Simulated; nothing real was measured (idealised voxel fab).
Process module name: voxel wiring stack
The width of the displayed cross-section, cut, is 270 nm; its cells are square, with a size of 5 nm.
In this document a cross-section is written as a grid of square cells. It is given as a series of bands, listed from the top down, and a band is one or more rows of cells. Look at the band entry: it leads with the top's height and the bottom's height in nm. Then it lists the materials left to right, with a width in nm for each. The word "everywhere" on a single material says that material fills the band edge to edge. The word "blank" is empty space. Height reference: 0 = level under which incoming wafer is all one material. Lowest band: no bottom, runs on downward, e.g. "0 -> down". Read "30 to 40" as a graded width: first number on top, second number at the bottom, same change between each pair of neighbouring rows. "no alterations made" -> step changed no cross-section cell. Voids not open to the top, 8 cells minimum: see "Enclosed cavities". Written width x height at distance; distance is from the left edge; nm. Heads up: the bit after the settings on a step's line is the simulator's remark on that step. "overlay nm" denotes, for a step that has a mask, the displacement of the mask to the right of its planned place, with negative values corresponding to the left. Before/after cross-section pairs, one process step each; after shown to lowest changed band; step and settings beneath. Pairs may be from different runs of this module on the same starting wafer; a pair continues from the one above only where its "Pre-step cross-section" entry says so.

## Pre-step cross-section
- 95 -> 80: resist: 55; blank: 20; resist: 25; blank: 20; resist: 25; blank: 20; resist: 25; blank: 20; resist: 60
- 80 -> 70: aC: 55; blank: 20; aC: 25; blank: 20; aC: 25; blank: 20; aC: 25; blank: 20; aC: 60
- 70 -> 40: SiO2: 55; blank: 15; SiO2: 75; blank: 15; SiO2: 110
- 40 -> 35: SiCN everywhere
- 35 -> 30: TiN: 60; Cu: 10; TiN: 35; Cu: 10; TiN: 35; Cu: 10; TiN: 35; Cu: 10; TiN: 65
- 30 -> 15: SiO2: 55; TiN: 5; Cu: 10; TiN: 5; SiO2: 25; TiN: 5; Cu: 10; TiN: 5; SiO2: 25; TiN: 5; Cu: 10; TiN: 5; SiO2: 25; TiN: 5; Cu: 10; TiN: 5; SiO2: 60
- 15 -> 10: SiO2: 55; TiN: 20; SiO2: 25; TiN: 20; SiO2: 25; TiN: 20; SiO2: 25; TiN: 20; SiO2: 60
- 10 -> 0: SiO2 everywhere
- 0 -> down: Si everywhere
- Enclosed cavities: none

## Step Outcome
- 80 -> 70: aC: 55; blank: 20; aC: 25; blank: 20; aC: 25; blank: 20; aC: 25; blank: 20; aC: 60
- Under 70: no change, same as before.
- Enclosed cavities: none
Going from the before section above to the after section, the step was STRIP (etch materials resist)

Pre-step cross-section: after-state, pair directly above.

## Step Outcome
- 80 -> 70: aC: 55; blank: 20; aC: 25; blank: 20; aC: 25; blank: 20; aC: 25; blank: 20; aC: 60
- 70 -> 50: SiO2: 55; blank: 20; SiO2: 25; blank: 20; SiO2: 25; blank: 20; SiO2: 25; blank: 20; SiO2: 60
- Under 50: no change, same as before.
- Enclosed cavities: none
Going from the before section above to the after section, the step was DIRECTIONAL_ETCH (etch materials SiO2; depth nm 20)

Pre-step cross-section: after-state, pair directly above.

## Step Outcome
- 80 -> 70: aC: 55; blank: 20; aC: 25; blank: 20; aC: 25; blank: 20; aC: 25; blank: 20; aC: 60
- 70 -> 50: SiO2: 55; blank: 20; SiO2: 25; blank: 20; SiO2: 25; blank: 20; SiO2: 25; blank: 20; SiO2: 60
- 50 -> 40: SiO2: 55; blank: 15; SiO2: 75; blank: 15; SiO2: 110
- 40 -> 35: SiCN: 55; blank: 15; SiCN: 75; blank: 15; SiCN: 110
- Under 35: no change, same as before.
- Enclosed cavities: none
Going from the before section above to the after section, the step was DIRECTIONAL_ETCH (etch materials SiCN; depth nm 5)

Pre-step cross-section: after-state, pair directly above.

## Step Outcome
- 70 -> 50: SiO2: 55; blank: 20; SiO2: 25; blank: 20; SiO2: 25; blank: 20; SiO2: 25; blank: 20; SiO2: 60
- Under 50: no change, same as before.
- Enclosed cavities: none
Going from the before section above to the after section, the step was STRIP (etch materials aC)

Pre-step cross-section: after-state, pair directly above.

## Step Outcome
- 75 -> 70: TiN: 60; blank: 10; TiN: 35; blank: 10; TiN: 35; blank: 10; TiN: 35; blank: 10; TiN: 65
- 70 -> 55: SiO2: 55; TiN: 5; blank: 10; TiN: 5; SiO2: 25; TiN: 5; blank: 10; TiN: 5; SiO2: 25; TiN: 5; blank: 10; TiN: 5; SiO2: 25; TiN: 5; blank: 10; TiN: 5; SiO2: 60
- 55 -> 50: SiO2: 55; TiN: 5; blank: 5; TiN: 10; SiO2: 25; TiN: 20; SiO2: 25; TiN: 5; blank: 5; TiN: 10; SiO2: 25; TiN: 20; SiO2: 60
- 50 -> 40: SiO2: 55; TiN: 5; blank: 5; TiN: 5; SiO2: 75; TiN: 5; blank: 5; TiN: 5; SiO2: 110
- 40 -> 35: SiCN: 55; TiN: 15; SiCN: 75; TiN: 15; SiCN: 110
- Under 35: no change, same as before.
- Enclosed cavities: none
Going from the before section above to the after section, the step was CONFORMAL_DEP (material TiN; thk nm 5)

Pre-step cross-section: after-state, pair directly above.

## Step Outcome
- 80 -> 75: Cu everywhere
- 75 -> 70: TiN: 60; Cu: 10; TiN: 35; Cu: 10; TiN: 35; Cu: 10; TiN: 35; Cu: 10; TiN: 65
- 70 -> 55: SiO2: 55; TiN: 5; Cu: 10; TiN: 5; SiO2: 25; TiN: 5; Cu: 10; TiN: 5; SiO2: 25; TiN: 5; Cu: 10; TiN: 5; SiO2: 25; TiN: 5; Cu: 10; TiN: 5; SiO2: 60
- 55 -> 50: SiO2: 55; TiN: 5; Cu: 5; TiN: 10; SiO2: 25; TiN: 20; SiO2: 25; TiN: 5; Cu: 5; TiN: 10; SiO2: 25; TiN: 20; SiO2: 60
- 50 -> 40: SiO2: 55; TiN: 5; Cu: 5; TiN: 5; SiO2: 75; TiN: 5; Cu: 5; TiN: 5; SiO2: 110
- Under 40: no change, same as before.
- Enclosed cavities: none
Going from the before section above to the after section, the step was FILL_DEP (material Cu; thk nm 5)

Pre-step cross-section: after-state, pair directly above.

## Step Outcome
- 70 -> 55: SiO2: 55; TiN: 5; Cu: 10; TiN: 5; SiO2: 25; TiN: 5; Cu: 10; TiN: 5; SiO2: 25; TiN: 5; Cu: 10; TiN: 5; SiO2: 25; TiN: 5; Cu: 10; TiN: 5; SiO2: 60
- Under 55: no change, same as before.
- Enclosed cavities: none
Going from the before section above to the after section, the step was CMP (height nm 70)

Pre-step cross-section: after-state, pair directly above.

## Step Outcome
- 75 -> 70: SiCN everywhere
- Under 70: no change, same as before.
- Enclosed cavities: none
Going from the before section above to the after section, the step was CONFORMAL_DEP (material SiCN; thk nm 5)

Pre-step cross-section: after-state, pair directly above.

## Step Outcome
- 110 -> 75: SiO2 everywhere
- Under 75: no change, same as before.
- Enclosed cavities: none
Going from the before section above to the after section, the step was DIRECTIONAL_DEP (material SiO2; thk nm 35)

Pre-step cross-section: after-state, pair directly above.

## Step Outcome
- 125 -> 110: resist: 55; blank: 15; resist: 30; blank: 15; resist: 30; blank: 15; resist: 30; blank: 15; resist: 65
- Under 110: no change, same as before.
- Enclosed cavities: none
Going from the before section above to the after section, the step was PATTERN (tone open; mask id METAL_3_HOLES; material resist; width nm 15; pitch nm 45; thk nm 15; overlay nm 0)

Pre-step cross-section: after-state, pair directly above.

## Step Outcome
- 125 -> 110: resist: 55; blank: 15; resist: 30; blank: 15; resist: 30; blank: 15; resist: 30; blank: 15; resist: 65
- 110 -> 75: SiO2: 55; blank: 15; SiO2: 30; blank: 15; SiO2: 30; blank: 15; SiO2: 30; blank: 15; SiO2: 65
- Under 75: no change, same as before.
- Enclosed cavities: none
Going from the before section above to the after section, the step was DIRECTIONAL_ETCH (etch materials SiO2; depth nm 35)

Pre-step cross-section: after-state, pair directly above.

## Step Outcome
- 110 -> 75: SiO2: 55; blank: 15; SiO2: 30; blank: 15; SiO2: 30; blank: 15; SiO2: 30; blank: 15; SiO2: 65
- Under 75: no change, same as before.
- Enclosed cavities: none
Going from the before section above to the after section, the step was STRIP (etch materials resist)

Pre-step cross-section: after-state, pair directly above.

## Step Outcome
- 125 -> 110: resist: 55; blank: 20; resist: 25; blank: 20; resist: 25; blank: 20; resist: 25; blank: 20; resist: 60
- Under 110: no change, same as before.
- Enclosed cavities: none
Going from the before section above to the after section, the step was PATTERN (tone open; mask id METAL_3; material resist; width nm 20; pitch nm 45; thk nm 15; overlay nm 0)

Pre-step cross-section: after-state, pair directly above.

## Step Outcome
- 125 -> 110: resist: 55; blank: 20; resist: 25; blank: 20; resist: 25; blank: 20; resist: 25; blank: 20; resist: 60
- 110 -> 90: SiO2: 55; blank: 20; SiO2: 25; blank: 20; SiO2: 25; blank: 20; SiO2: 25; blank: 20; SiO2: 60
- Under 90: no change, same as before.
- Enclosed cavities: none
Going from the before section above to the after section, the step was DIRECTIONAL_ETCH (etch materials SiO2; depth nm 20)

Pre-step cross-section: after-state, pair directly above.

## Step Outcome
- 125 -> 110: resist: 55; blank: 20; resist: 25; blank: 20; resist: 25; blank: 20; resist: 25; blank: 20; resist: 60
- 110 -> 90: SiO2: 55; blank: 20; SiO2: 25; blank: 20; SiO2: 25; blank: 20; SiO2: 25; blank: 20; SiO2: 60
- 90 -> 75: SiO2: 55; blank: 15; SiO2: 30; blank: 15; SiO2: 30; blank: 15; SiO2: 30; blank: 15; SiO2: 65
- 75 -> 70: SiCN: 55; blank: 15; SiCN: 30; blank: 15; SiCN: 30; blank: 15; SiCN: 30; blank: 15; SiCN: 65
- Under 70: no change, same as before.
- Enclosed cavities: none
Going from the before section above to the after section, the step was DIRECTIONAL_ETCH (etch materials SiCN; depth nm 5)

Pre-step cross-section: after-state, pair directly above.

## Step Outcome
- 110 -> 90: SiO2: 55; blank: 20; SiO2: 25; blank: 20; SiO2: 25; blank: 20; SiO2: 25; blank: 20; SiO2: 60
- Under 90: no change, same as before.
- Enclosed cavities: none
Going from the before section above to the after section, the step was STRIP (etch materials resist)

Pre-step cross-section: after-state, pair directly above.

## Step Outcome
- 115 -> 110: TiN: 60; blank: 10; TiN: 35; blank: 10; TiN: 35; blank: 10; TiN: 35; blank: 10; TiN: 65
- 110 -> 95: SiO2: 55; TiN: 5; blank: 10; TiN: 5; SiO2: 25; TiN: 5; blank: 10; TiN: 5; SiO2: 25; TiN: 5; blank: 10; TiN: 5; SiO2: 25; TiN: 5; blank: 10; TiN: 5; SiO2: 60
- 95 -> 90: SiO2: 55; TiN: 5; blank: 5; TiN: 10; SiO2: 25; TiN: 5; blank: 5; TiN: 10; SiO2: 25; TiN: 5; blank: 5; TiN: 10; SiO2: 25; TiN: 5; blank: 5; TiN: 10; SiO2: 60
- 90 -> 75: SiO2: 55; TiN: 5; blank: 5; TiN: 5; SiO2: 30; TiN: 5; blank: 5; TiN: 5; SiO2: 30; TiN: 5; blank: 5; TiN: 5; SiO2: 30; TiN: 5; blank: 5; TiN: 5; SiO2: 65
- 75 -> 70: SiCN: 55; TiN: 15; SiCN: 30; TiN: 15; SiCN: 30; TiN: 15; SiCN: 30; TiN: 15; SiCN: 65
- Under 70: no change, same as before.
- Enclosed cavities: none
Going from the before section above to the after section, the step was CONFORMAL_DEP (material TiN; thk nm 5)

Pre-step cross-section: after-state, pair directly above.

## Step Outcome
- 120 -> 115: Cu everywhere
- 115 -> 110: TiN: 60; Cu: 10; TiN: 35; Cu: 10; TiN: 35; Cu: 10; TiN: 35; Cu: 10; TiN: 65
- 110 -> 95: SiO2: 55; TiN: 5; Cu: 10; TiN: 5; SiO2: 25; TiN: 5; Cu: 10; TiN: 5; SiO2: 25; TiN: 5; Cu: 10; TiN: 5; SiO2: 25; TiN: 5; Cu: 10; TiN: 5; SiO2: 60
- 95 -> 90: SiO2: 55; TiN: 5; Cu: 5; TiN: 10; SiO2: 25; TiN: 5; Cu: 5; TiN: 10; SiO2: 25; TiN: 5; Cu: 5; TiN: 10; SiO2: 25; TiN: 5; Cu: 5; TiN: 10; SiO2: 60
- 90 -> 75: SiO2: 55; TiN: 5; Cu: 5; TiN: 5; SiO2: 30; TiN: 5; Cu: 5; TiN: 5; SiO2: 30; TiN: 5; Cu: 5; TiN: 5; SiO2: 30; TiN: 5; Cu: 5; TiN: 5; SiO2: 65
- Under 75: no change, same as before.
- Enclosed cavities: none
Going from the before section above to the after section, the step was FILL_DEP (material Cu; thk nm 5)

Pre-step cross-section: after-state, pair directly above.

## Step Outcome
- 110 -> 95: SiO2: 55; TiN: 5; Cu: 10; TiN: 5; SiO2: 25; TiN: 5; Cu: 10; TiN: 5; SiO2: 25; TiN: 5; Cu: 10; TiN: 5; SiO2: 25; TiN: 5; Cu: 10; TiN: 5; SiO2: 60
- Under 95: no change, same as before.
- Enclosed cavities: none
Going from the before section above to the after section, the step was CMP (height nm 110)

Pre-step cross-section: after-state, pair directly above.

## Step Outcome
- 115 -> 110: SiCN everywhere
- Under 110: no change, same as before.
- Enclosed cavities: none
Going from the before section above to the after section, the step was CONFORMAL_DEP (material SiCN; thk nm 5)

Pre-step cross-section: after-state, pair directly above.

## Step Outcome
- 135 -> 115: SiO2 everywhere
- Under 115: no change, same as before.
- Enclosed cavities: none
Going from the before section above to the after section, the step was DIRECTIONAL_DEP (material SiO2; thk nm 20)

Pre-step cross-section: after-state, pair directly above.

## Step Outcome
- 150 -> 135: aC everywhere
- Under 135: no change, same as before.
- Enclosed cavities: none
Going from the before section above to the after section, the step was DIRECTIONAL_DEP (material aC; thk nm 15)

Pre-step cross-section: after-state, pair directly above.

## Step Outcome
- 185 -> 150: resist: 55; blank: 15; resist: 75; blank: 15; resist: 110
- Under 150: no change, same as before.
- Enclosed cavities: none
Going from the before section above to the after section, the step was PATTERN (tone open; mask id PLUG_3; material resist; width nm 15; pitch nm 90; thk nm 35; overlay nm 0)

Pre-step cross-section: after-state, pair directly above.

## Step Outcome
- 170 -> 150: resist: 55; blank: 15; resist: 75; blank: 15; resist: 110
- 150 -> 135: aC: 55; blank: 15; aC: 75; blank: 15; aC: 110
- Under 135: no change, same as before.
- Enclosed cavities: none
Going from the before section above to the after section, the step was DIRECTIONAL_ETCH (etch materials aC; depth nm 15)

Pre-step cross-section: after-state, pair directly above.

## Step Outcome
- 150 -> 135: aC: 55; blank: 15; aC: 75; blank: 15; aC: 110
- Under 135: no change, same as before.
- Enclosed cavities: none
Going from the before section above to the after section, the step was STRIP (etch materials resist)

Pre-step cross-section: after-state, pair directly above.

## Step Outcome
- 150 -> 135: aC: 55; blank: 15; aC: 75; blank: 15; aC: 110
- 135 -> 115: SiO2: 55; blank: 15; SiO2: 75; blank: 15; SiO2: 110
- Under 115: no change, same as before.
- Enclosed cavities: none
Going from the before section above to the after section, the step was DIRECTIONAL_ETCH (etch materials SiO2; depth nm 20)

Pre-step cross-section: after-state, pair directly above.

## Step Outcome
- 150 -> 135: aC: 55; blank: 15; aC: 75; blank: 15; aC: 110
- 135 -> 115: SiO2: 55; blank: 15; SiO2: 75; blank: 15; SiO2: 110
- 115 -> 110: SiCN: 55; blank: 15; SiCN: 75; blank: 15; SiCN: 110
- Under 110: no change, same as before.
- Enclosed cavities: none
Going from the before section above to the after section, the step was DIRECTIONAL_ETCH (etch materials SiCN; depth nm 5)

Pre-step cross-section: after-state, pair directly above.

## Step Outcome
- 135 -> 115: SiO2: 55; blank: 15; SiO2: 75; blank: 15; SiO2: 110
- Under 115: no change, same as before.
- Enclosed cavities: none
Going from the before section above to the after section, the step was STRIP (etch materials aC)

Pre-step cross-section: after-state, pair directly above.

## Step Outcome
- 140 -> 135: TiN: 60; blank: 5; TiN: 85; blank: 5; TiN: 115
- 135 -> 115: SiO2: 55; TiN: 5; blank: 5; TiN: 5; SiO2: 75; TiN: 5; blank: 5; TiN: 5; SiO2: 110
- 115 -> 110: SiCN: 55; TiN: 15; SiCN: 75; TiN: 15; SiCN: 110
- Under 110: no change, same as before.
- Enclosed cavities: none
Going from the before section above to the after section, the step was CONFORMAL_DEP (material TiN; thk nm 5)

Pre-step cross-section: after-state, pair directly above.

## Step Outcome
- 145 -> 140: Cu everywhere
- 140 -> 135: TiN: 60; Cu: 5; TiN: 85; Cu: 5; TiN: 115
- 135 -> 115: SiO2: 55; TiN: 5; Cu: 5; TiN: 5; SiO2: 75; TiN: 5; Cu: 5; TiN: 5; SiO2: 110
- Under 115: no change, same as before.
- Enclosed cavities: none
Going from the before section above to the after section, the step was FILL_DEP (material Cu; thk nm 5)

Pre-step cross-section: after-state, pair directly above.

## Step Outcome
- 135 -> 115: SiO2: 55; TiN: 5; Cu: 5; TiN: 5; SiO2: 75; TiN: 5; Cu: 5; TiN: 5; SiO2: 110
- Under 115: no change, same as before.
- Enclosed cavities: none
Going from the before section above to the after section, the step was CMP (height nm 135)

Pre-step cross-section: after-state, pair directly above.

## Step Outcome
- 140 -> 135: TiN everywhere
- Under 135: no change, same as before.
- Enclosed cavities: none
Going from the before section above to the after section, the step was DIRECTIONAL_DEP (material TiN; thk nm 5)

Pre-step cross-section: after-state, pair directly above.

## Step Outcome
- 165 -> 140: Ru everywhere
- Under 140: no change, same as before.
- Enclosed cavities: none
Going from the before section above to the after section, the step was DIRECTIONAL_DEP (material Ru; thk nm 25)

Pre-step cross-section: after-state, pair directly above.

## Step Outcome
- 185 -> 165: blank: 55; resist: 20; blank: 25; resist: 20; blank: 25; resist: 20; blank: 25; resist: 20; blank: 60
- Under 165: no change, same as before.
- Enclosed cavities: none
Going from the before section above to the after section, the step was PATTERN (tone cover; mask id METAL_4; material resist; width nm 20; pitch nm 45; thk nm 20; overlay nm 0)

Pre-step cross-section: after-state, pair directly above.

## Step Outcome
- 185 -> 165: blank: 55; resist: 20; blank: 25; resist: 20; blank: 25; resist: 20; blank: 25; resist: 20; blank: 60
- 165 -> 140: blank: 55; Ru: 20; blank: 25; Ru: 20; blank: 25; Ru: 20; blank: 25; Ru: 20; blank: 60
- Under 140: no change, same as before.
- Enclosed cavities: none
Going from the before section above to the after section, the step was DIRECTIONAL_ETCH (etch materials Ru; depth nm 25)

Pre-step cross-section: after-state, pair directly above.

## Step Outcome
- 185 -> 165: blank: 55; resist: 20; blank: 25; resist: 20; blank: 25; resist: 20; blank: 25; resist: 20; blank: 60
- 165 -> 140: blank: 55; Ru: 20; blank: 25; Ru: 20; blank: 25; Ru: 20; blank: 25; Ru: 20; blank: 60
- 140 -> 135: blank: 55; TiN: 20; blank: 25; TiN: 20; blank: 25; TiN: 20; blank: 25; TiN: 20; blank: 60
- Under 135: no change, same as before.
- Enclosed cavities: none
Going from the before section above to the after section, the step was DIRECTIONAL_ETCH (etch materials TiN; depth nm 5)

Pre-step cross-section: after-state, pair directly above.

## Step Outcome
- 165 -> 140: blank: 55; Ru: 20; blank: 25; Ru: 20; blank: 25; Ru: 20; blank: 25; Ru: 20; blank: 60
- Under 140: no change, same as before.
- Enclosed cavities: none
Going from the before section above to the after section, the step was STRIP (etch materials resist)

Pre-step cross-section: after-state, pair directly above.

## Step Outcome
- 170 -> 165: SiO2 everywhere
- 165 -> 140: SiO2: 55; Ru: 20; SiO2: 25; Ru: 20; SiO2: 25; Ru: 20; SiO2: 25; Ru: 20; SiO2: 60
- 140 -> 135: SiO2: 55; TiN: 20; SiO2: 25; TiN: 20; SiO2: 25; TiN: 20; SiO2: 25; TiN: 20; SiO2: 60
- Under 135: no change, same as before.
- Enclosed cavities: none
Going from the before section above to the after section, the step was FILL_DEP (material SiO2; thk nm 5)

Pre-step cross-section: after-state, pair directly above.

## Step Outcome
- 165 -> 140: SiO2: 55; Ru: 20; SiO2: 25; Ru: 20; SiO2: 25; Ru: 20; SiO2: 25; Ru: 20; SiO2: 60
- Under 140: no change, same as before.
- Enclosed cavities: none
Going from the before section above to the after section, the step was CMP (height nm 165)

Pre-step cross-section: after-state, pair directly above.

## Step Outcome
- 170 -> 165: SiCN everywhere
- Under 165: no change, same as before.
- Enclosed cavities: none
Going from the before section above to the after section, the step was CONFORMAL_DEP (material SiCN; thk nm 5)

## Pre-step cross-section
- 110 -> 75: SiO2 everywhere
- 75 -> 70: SiCN everywhere
- 70 -> 55: SiO2: 55; TiN: 5; Cu: 10; TiN: 5; SiO2: 25; TiN: 5; Cu: 10; TiN: 5; SiO2: 25; TiN: 5; Cu: 10; TiN: 5; SiO2: 25; TiN: 5; Cu: 10; TiN: 5; SiO2: 60
- 55 -> 50: SiO2: 55; TiN: 5; Cu: 5; TiN: 10; SiO2: 25; TiN: 20; SiO2: 25; TiN: 5; Cu: 5; TiN: 10; SiO2: 25; TiN: 20; SiO2: 60
- 50 -> 40: SiO2: 55; TiN: 5; Cu: 5; TiN: 5; SiO2: 75; TiN: 5; Cu: 5; TiN: 5; SiO2: 110
- 40 -> 35: SiCN: 55; TiN: 15; SiCN: 75; TiN: 15; SiCN: 110
- 35 -> 15: SiO2: 55; TiN: 5; Cu: 10; TiN: 5; SiO2: 25; TiN: 5; Cu: 10; TiN: 5; SiO2: 25; TiN: 5; Cu: 10; TiN: 5; SiO2: 25; TiN: 5; Cu: 10; TiN: 5; SiO2: 60
- 15 -> 10: SiCN: 55; TiN: 20; SiCN: 25; TiN: 20; SiCN: 25; TiN: 20; SiCN: 25; TiN: 20; SiCN: 60
- 10 -> 0: SiO2 everywhere
- 0 -> down: Si everywhere
- Enclosed cavities: none

## Step Outcome
- 145 -> 75: SiO2 everywhere
- Under 75: no change, same as before.
- Enclosed cavities: none
Going from the before section above to the after section, the step was DIRECTIONAL_DEP (material SiO2; thk nm 35)

Pre-step cross-section: after-state, pair directly above.

## Step Outcome
- 160 -> 145: resist: 55; blank: 15; resist: 30; blank: 15; resist: 30; blank: 15; resist: 30; blank: 15; resist: 65
- Under 145: no change, same as before.
- Enclosed cavities: none
Going from the before section above to the after section, the step was PATTERN (tone open; mask id METAL_3_HOLES; material resist; width nm 15; pitch nm 45; thk nm 15; overlay nm 0)

Pre-step cross-section: after-state, pair directly above.

## Step Outcome
- 160 -> 145: resist: 55; blank: 15; resist: 30; blank: 15; resist: 30; blank: 15; resist: 30; blank: 15; resist: 65
- 145 -> 110: SiO2: 55; blank: 15; SiO2: 30; blank: 15; SiO2: 30; blank: 15; SiO2: 30; blank: 15; SiO2: 65
- Under 110: no change, same as before.
- Enclosed cavities: none
Going from the before section above to the after section, the step was DIRECTIONAL_ETCH (etch materials SiO2; depth nm 35)

Pre-step cross-section: after-state, pair directly above.

## Step Outcome
- 145 -> 110: SiO2: 55; blank: 15; SiO2: 30; blank: 15; SiO2: 30; blank: 15; SiO2: 30; blank: 15; SiO2: 65
- Under 110: no change, same as before.
- Enclosed cavities: none
Going from the before section above to the after section, the step was STRIP (etch materials resist)

Pre-step cross-section: after-state, pair directly above.

## Step Outcome
- 160 -> 145: resist: 55; blank: 20; resist: 25; blank: 20; resist: 25; blank: 20; resist: 25; blank: 20; resist: 60
- Under 145: no change, same as before.
- Enclosed cavities: none
Going from the before section above to the after section, the step was PATTERN (tone open; mask id METAL_3; material resist; width nm 20; pitch nm 45; thk nm 15; overlay nm 0)

Pre-step cross-section: after-state, pair directly above.

## Step Outcome
- 160 -> 145: resist: 55; blank: 20; resist: 25; blank: 20; resist: 25; blank: 20; resist: 25; blank: 20; resist: 60
- 145 -> 125: SiO2: 55; blank: 20; SiO2: 25; blank: 20; SiO2: 25; blank: 20; SiO2: 25; blank: 20; SiO2: 60
- 125 -> 90: SiO2: 55; blank: 15; SiO2: 30; blank: 15; SiO2: 30; blank: 15; SiO2: 30; blank: 15; SiO2: 65
- Under 90: no change, same as before.
- Enclosed cavities: none
Going from the before section above to the after section, the step was DIRECTIONAL_ETCH (etch materials SiO2; depth nm 20)

Pre-step cross-section: after-state, pair directly above.

## Step Outcome
- 145 -> 125: SiO2: 55; blank: 20; SiO2: 25; blank: 20; SiO2: 25; blank: 20; SiO2: 25; blank: 20; SiO2: 60
- Under 125: no change, same as before.
- Enclosed cavities: none
Going from the before section above to the after section, the step was STRIP (etch materials resist)

Pre-step cross-section: after-state, pair directly above.

## Step Outcome
- 150 -> 145: TiN: 60; blank: 10; TiN: 35; blank: 10; TiN: 35; blank: 10; TiN: 35; blank: 10; TiN: 65
- 145 -> 130: SiO2: 55; TiN: 5; blank: 10; TiN: 5; SiO2: 25; TiN: 5; blank: 10; TiN: 5; SiO2: 25; TiN: 5; blank: 10; TiN: 5; SiO2: 25; TiN: 5; blank: 10; TiN: 5; SiO2: 60
- 130 -> 125: SiO2: 55; TiN: 5; blank: 5; TiN: 10; SiO2: 25; TiN: 5; blank: 5; TiN: 10; SiO2: 25; TiN: 5; blank: 5; TiN: 10; SiO2: 25; TiN: 5; blank: 5; TiN: 10; SiO2: 60
- 125 -> 95: SiO2: 55; TiN: 5; blank: 5; TiN: 5; SiO2: 30; TiN: 5; blank: 5; TiN: 5; SiO2: 30; TiN: 5; blank: 5; TiN: 5; SiO2: 30; TiN: 5; blank: 5; TiN: 5; SiO2: 65
- 95 -> 90: SiO2: 55; TiN: 15; SiO2: 30; TiN: 15; SiO2: 30; TiN: 15; SiO2: 30; TiN: 15; SiO2: 65
- Under 90: no change, same as before.
- Enclosed cavities: none
Going from the before section above to the after section, the step was CONFORMAL_DEP (material TiN; thk nm 5)

Pre-step cross-section: after-state, pair directly above.

## Step Outcome
- 155 -> 150: Cu everywhere
- 150 -> 145: TiN: 60; Cu: 10; TiN: 35; Cu: 10; TiN: 35; Cu: 10; TiN: 35; Cu: 10; TiN: 65
- 145 -> 130: SiO2: 55; TiN: 5; Cu: 10; TiN: 5; SiO2: 25; TiN: 5; Cu: 10; TiN: 5; SiO2: 25; TiN: 5; Cu: 10; TiN: 5; SiO2: 25; TiN: 5; Cu: 10; TiN: 5; SiO2: 60
- 130 -> 125: SiO2: 55; TiN: 5; Cu: 5; TiN: 10; SiO2: 25; TiN: 5; Cu: 5; TiN: 10; SiO2: 25; TiN: 5; Cu: 5; TiN: 10; SiO2: 25; TiN: 5; Cu: 5; TiN: 10; SiO2: 60
- 125 -> 95: SiO2: 55; TiN: 5; Cu: 5; TiN: 5; SiO2: 30; TiN: 5; Cu: 5; TiN: 5; SiO2: 30; TiN: 5; Cu: 5; TiN: 5; SiO2: 30; TiN: 5; Cu: 5; TiN: 5; SiO2: 65
- Under 95: no change, same as before.
- Enclosed cavities: none
Going from the before section above to the after section, the step was FILL_DEP (material Cu; thk nm 5)

Pre-step cross-section: after-state, pair directly above.

## Step Outcome
- 110 -> 95: SiO2: 55; TiN: 5; Cu: 5; TiN: 5; SiO2: 30; TiN: 5; Cu: 5; TiN: 5; SiO2: 30; TiN: 5; Cu: 5; TiN: 5; SiO2: 30; TiN: 5; Cu: 5; TiN: 5; SiO2: 65
- Under 95: no change, same as before.
- Enclosed cavities: none
Going from the before section above to the after section, the step was CMP (height nm 110)

Pre-step cross-section: after-state, pair directly above.

## Step Outcome
- 115 -> 110: SiCN everywhere
- Under 110: no change, same as before.
- Enclosed cavities: none
Going from the before section above to the after section, the step was CONFORMAL_DEP (material SiCN; thk nm 5)

Pre-step cross-section: after-state, pair directly above.

## Step Outcome
- 135 -> 115: SiO2 everywhere
- Under 115: no change, same as before.
- Enclosed cavities: none
Going from the before section above to the after section, the step was DIRECTIONAL_DEP (material SiO2; thk nm 20)

Pre-step cross-section: after-state, pair directly above.

## Step Outcome
- 150 -> 135: aC everywhere
- Under 135: no change, same as before.
- Enclosed cavities: none
Going from the before section above to the after section, the step was DIRECTIONAL_DEP (material aC; thk nm 15)

Pre-step cross-section: after-state, pair directly above.

## Step Outcome
- 185 -> 150: resist: 55; blank: 15; resist: 75; blank: 15; resist: 110
- Under 150: no change, same as before.
- Enclosed cavities: none
Going from the before section above to the after section, the step was PATTERN (tone open; mask id PLUG_3; material resist; width nm 15; pitch nm 90; thk nm 35; overlay nm 0)

Pre-step cross-section: after-state, pair directly above.

## Step Outcome
- 170 -> 150: resist: 55; blank: 15; resist: 75; blank: 15; resist: 110
- 150 -> 135: aC: 55; blank: 15; aC: 75; blank: 15; aC: 110
- Under 135: no change, same as before.
- Enclosed cavities: none
Going from the before section above to the after section, the step was DIRECTIONAL_ETCH (etch materials aC; depth nm 15)

Pre-step cross-section: after-state, pair directly above.

## Step Outcome
- 150 -> 135: aC: 55; blank: 15; aC: 75; blank: 15; aC: 110
- Under 135: no change, same as before.
- Enclosed cavities: none
Going from the before section above to the after section, the step was STRIP (etch materials resist)

Pre-step cross-section: after-state, pair directly above.

## Step Outcome
- 150 -> 135: aC: 55; blank: 15; aC: 75; blank: 15; aC: 110
- 135 -> 115: SiO2: 55; blank: 15; SiO2: 75; blank: 15; SiO2: 110
- Under 115: no change, same as before.
- Enclosed cavities: none
Going from the before section above to the after section, the step was DIRECTIONAL_ETCH (etch materials SiO2; depth nm 20)

Pre-step cross-section: after-state, pair directly above.

## Step Outcome
- 150 -> 135: aC: 55; blank: 15; aC: 75; blank: 15; aC: 110
- 135 -> 115: SiO2: 55; blank: 15; SiO2: 75; blank: 15; SiO2: 110
- 115 -> 110: SiCN: 55; blank: 15; SiCN: 75; blank: 15; SiCN: 110
- Under 110: no change, same as before.
- Enclosed cavities: none
Going from the before section above to the after section, the step was DIRECTIONAL_ETCH (etch materials SiCN; depth nm 5)

Pre-step cross-section: after-state, pair directly above.

## Step Outcome
- 135 -> 115: SiO2: 55; blank: 15; SiO2: 75; blank: 15; SiO2: 110
- Under 115: no change, same as before.
- Enclosed cavities: none
Going from the before section above to the after section, the step was STRIP (etch materials aC)

Pre-step cross-section: after-state, pair directly above.

## Step Outcome
- 140 -> 135: TiN: 60; blank: 5; TiN: 85; blank: 5; TiN: 115
- 135 -> 115: SiO2: 55; TiN: 5; blank: 5; TiN: 5; SiO2: 75; TiN: 5; blank: 5; TiN: 5; SiO2: 110
- 115 -> 110: SiCN: 55; TiN: 15; SiCN: 75; TiN: 15; SiCN: 110
- Under 110: no change, same as before.
- Enclosed cavities: none
Going from the before section above to the after section, the step was CONFORMAL_DEP (material TiN; thk nm 5)

Pre-step cross-section: after-state, pair directly above.

## Step Outcome
- 145 -> 140: Cu everywhere
- 140 -> 135: TiN: 60; Cu: 5; TiN: 85; Cu: 5; TiN: 115
- 135 -> 115: SiO2: 55; TiN: 5; Cu: 5; TiN: 5; SiO2: 75; TiN: 5; Cu: 5; TiN: 5; SiO2: 110
- Under 115: no change, same as before.
- Enclosed cavities: none
Going from the before section above to the after section, the step was FILL_DEP (material Cu; thk nm 5)
